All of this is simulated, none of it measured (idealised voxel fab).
process module | voxel tone inversion
cross-section cut | 200 nm wide | cells 5 nm
Format of a cross-section: grid, square cells. Given as bands. Order: top down. Band: one or more rows of cells.
The entry gives the band's vertical extent as a top height and a bottom height in nm, then its horizontal make-up as materials from left to right, each with a width in nm. "empty" stands for empty space; a single material marked "throughout" fills the band edge to edge.
We count height from 0. Below that, the starting wafer is all one material. The lowest band never ends at the bottom but goes on down; see "top 0, no bottom" for how that is written.
Top row gets the first number, bottom row gets the second, and each row in between changes by the same step: that is how a band width like "30 to 40" works.
For the purposes of this document, the phrase "remained unchanged" attached to a step denotes that no cell within the cross-section was modified by that step.
The list in "Enclosed empty spaces" covers empty spaces of 8 cells or more that cannot reach the top through any open way, and it gives each as width x height at distance; the distance is from the left edge, and width, height and distance are in nm.
That trailing text on a step's line, after the settings, is the simulator's own remark on the step.
overlay nm: mask right of planned place by this much (step with mask). Neg. = left.

[The steps planned for the process are as follows]
1. RECEIVE [material Si]
2. CONFORMAL_DEP [material SiN] [thk nm 5]
3. DIRECTIONAL_DEP [material aC] [thk nm 20]
4. PATTERN [tone cover] [mask id POSTS] [material resist] [width nm 25] [pitch nm 40] [thk nm 30] [overlay nm 0]
5. DIRECTIONAL_ETCH [etch materials aC] [depth nm 20]
6. STRIP [etch materials resist]
7. FILL_DEP [material lowk] [thk nm 10]
8. CMP [height nm 25]
9. STRIP [etch materials aC]
10. CONFORMAL_DEP [material TiN] [thk nm 5]
11. FILL_DEP [material Cu] [thk nm 10]
12. CMP [height nm 25]
13. CONFORMAL_DEP [material SiN] [thk nm 5]

[Delivered wafer in cross-section: state after step 1]
	top 0, no bottom: Si throughout
	Enclosed empty spaces: none

[Final cross-section, module run with one mistake (start and plan as above)]
	top 30, bottom 25: SiN throughout
	top 25, bottom 10: 55 nm lowk  5 nm TiN  15 nm Cu  5 nm TiN  15 nm lowk  5 nm TiN  15 nm Cu  5 nm TiN  15 nm lowk  5 nm TiN  15 nm Cu  5 nm TiN  40 nm lowk
	top 10, bottom 5: 55 nm lowk  25 nm TiN  15 nm lowk  25 nm TiN  15 nm lowk  25 nm TiN  40 nm lowk
	top 5, bottom 0: SiN throughout
	top 0, no bottom: Si throughout
	Enclosed empty spaces: none
Misprocessing identified: contrary to plan, step 4 was performed as PATTERN [tone cover] [mask id POSTS] [material resist] [width nm 25] [pitch nm 40] [thk nm 30] [overlay nm 10]
